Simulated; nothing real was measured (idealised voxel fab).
Process module under the name voxel ribs on slabs
Cross-section cut: width 265 nm, square cells of 5 nm.
For the purposes of this document, a cross-section shall be understood as a grid of square cells, specified as bands listed in top-to-bottom order, each band consisting of one or more rows of cells. Quick guide to a band line: top height, bottom height (nm) up front; then every material left to right with its width in nm. Only one material and it's marked "everywhere"? Then it fills the band edge to edge. And "air" just means empty space. It should be noted that heights are counted from 0, beneath which the wafer as supplied is of one material throughout, and that the lowest band possesses no lower boundary but continues downward, as written in "0..down". Width: "30..40" (first number = top row, second number = bottom row, same change from row to row of cells). What does "identical to before" mean for a step? It means no cell of the cross-section changed in that step. "Sealed void inventory" - sealed voids, min. 8 cells, no opening to top; format: width x height at distance (distance from left edge; nm throughout). Heads up: the bit after the settings on a step's line is the simulator's remark on that step. Steps that use a mask can have "overlay nm" on their line. It says how far the mask sat to the right of where it was meant to be. Negative means to the left.

Process steps foreseen in the plan
| 1 | RECEIVE (material Si) |
| 2 | DIRECTIONAL_DEP (material SiO2; thk nm 30) |
| 3 | DIRECTIONAL_DEP (material SiN; thk nm 15) |
| 4 | PATTERN (tone cover; mask id RIB; material resist; width nm 20; thk nm 20; overlay nm 0) |
| 5 | DIRECTIONAL_ETCH (etch materials SiN; depth nm 10) |
| 6 | STRIP (etch materials resist) |
| 7 | PATTERN (tone cover; mask id SLAB; material resist; width nm 80; thk nm 20; overlay nm 0) |
| 8 | DIRECTIONAL_ETCH (etch materials SiN; depth nm 5) |
| 9 | STRIP (etch materials resist) |
| 10 | FILL_DEP (material SiO2; thk nm 20) |
| 11 | CMP (height nm 55) |
| 12 | DIRECTIONAL_DEP (material W; thk nm 5) |
| 13 | DIRECTIONAL_DEP (material aC; thk nm 15) |
| 14 | PATTERN (tone cover; mask id HEATER; material resist; width nm 30; thk nm 30; overlay nm 0) |
| 15 | DIRECTIONAL_ETCH (etch materials aC; depth nm 5) |
| 16 | STRIP (etch materials resist) |
| 17 | DIRECTIONAL_ETCH (etch materials W; depth nm 5) |
| 18 | STRIP (etch materials aC) |
| 19 | CONFORMAL_DEP (material SiO2; thk nm 10) |
Keep in mind the plan's value for the depth nm of step 15 comes from the first wafer; the wafers don't share that setting, but they do share the same starting point.

First of several wafers, received after step 1, in cross-section
    0..down  Si everywhere
    Sealed void inventory: none

Quick look at the cross-section of the first of several wafers after step 19, which wraps up the module
    70..60  SiO2 everywhere
    60..55  W everywhere
    55..45  SiO2 everywhere
    45..35  120 SiO2; 20 SiN; 125 SiO2
    35..30  90 SiO2; 80 SiN; 95 SiO2
    30..0  SiO2 everywhere
    0..down  Si everywhere
    Sealed void inventory: none

X-section, last wafer, module end
    70..65  105 air; 50 SiO2; 110 air
    65..60  SiO2 everywhere
    60..55  115 SiO2; 30 W; 120 SiO2
    55..45  SiO2 everywhere
    45..35  120 SiO2; 20 SiN; 125 SiO2
    35..30  90 SiO2; 80 SiN; 95 SiO2
    30..0  SiO2 everywhere
    0..down  Si everywhere
    Sealed void inventory: none

Here is how to read the rows: every wafer has a row, and it shows the wafer at the end of the module, giving for each material how many cells were gained (+) or lost (-) since the wafer was received, then listing its closed voids
depth nm 5 | +24 SiN | +665 SiO2 | +53 W | Sealed void inventory: none
depth nm 10 | +24 SiN | +665 SiO2 | +53 W | Sealed void inventory: none
depth nm 15 | +24 SiN | +669 SiO2 | +6 W | Sealed void inventory: none
depth nm 20 | +24 SiN | +669 SiO2 | +6 W | Sealed void inventory: none
depth nm 25 | +24 SiN | +669 SiO2 | +6 W | Sealed void inventory: none
depth nm 30 | +24 SiN | +669 SiO2 | +6 W | Sealed void inventory: none
